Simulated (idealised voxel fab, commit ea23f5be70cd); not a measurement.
process module | voxel ribs on slabs
cross-section cut | 270 nm wide | cells 5 nm
A cross-section is a grid of square cells, given in bands from the top down. A band is one or more rows of cells.
Each band's line starts with the height of the band's top and of its bottom, in nm. Then come its materials from left to right, each with its width in nm. One material with "throughout" fills the band from edge to edge. "air" is empty space.
Height 0 is the level under which the wafer as received is all one material. The lowest band goes on downwards, as in "0 down".
A width such as "30 to 40" changes by the same amount from each row of cells to the next, from the band's top row to its bottom row.
"no change" after a step means that no cell of the cross-section changed.
closed voids: empty space of 8 cells or more with no open way to the top, each as width x height at its distance from the left edge, in nm
after a step's settings: what the simulator itself notes on the step
overlay nm, on a step with a mask: how far to the right of its planned place the mask lay; to the left if negative
plan
1 op RECEIVE | material Si
2 op DIRECTIONAL_DEP | material SiO2 | thk nm 30
3 op DIRECTIONAL_DEP | material polySi | thk nm 15
4 op MASKED_ETCH | tone cover | mask id RIB | width nm 15 | etch materials polySi | depth nm 10 | overlay nm 0
5 op PATTERN | tone cover | mask id SLAB | material resist | width nm 65 | thk nm 15 | overlay nm 0
6 op DIRECTIONAL_ETCH | etch materials polySi | depth nm 5
7 op STRIP | etch materials resist
8 op FILL_DEP | material SiO2 | thk nm 25
9 op CMP | height nm 65
10 op DIRECTIONAL_DEP | material W | thk nm 10
11 op MASKED_ETCH | tone cover | mask id HEATER | width nm 25 | etch materials W | depth nm 10 | overlay nm 0
12 op CONFORMAL_DEP | material SiO2 | thk nm 10
as received, after step 1
  0 down: Si throughout
  closed voids: none
first wafer at the end, as planned
  85 to 75: air 110 | SiO2 45 | air 115
  75 to 65: SiO2 120 | W 25 | SiO2 125
  65 to 45: SiO2 throughout
  45 to 35: SiO2 125 | polySi 15 | SiO2 130
  35 to 30: SiO2 100 | polySi 65 | SiO2 105
  30 to 0: SiO2 throughout
  0 down: Si throughout
  closed voids: none
second wafer at the end: like start, like plan, one mistake
  85 to 75: air 110 | SiO2 45 | air 115
  75 to 65: SiO2 120 | W 25 | SiO2 125
  65 to 45: SiO2 throughout
  45 to 40: SiO2 100 | polySi 25 | SiO2 15 | polySi 25 | SiO2 105
  40 to 35: polySi 125 | SiO2 15 | polySi 130
  35 to 30: polySi throughout
  30 to 0: SiO2 throughout
  0 down: Si throughout
  closed voids: none
what went wrong: step 4 ran as: op MASKED_ETCH | tone open | mask id RIB | width nm 15 | etch materials polySi | depth nm 10 | overlay nm 0
at the end the second wafer has, in cells: 96 fewer of SiO2 | 96 more of polySi
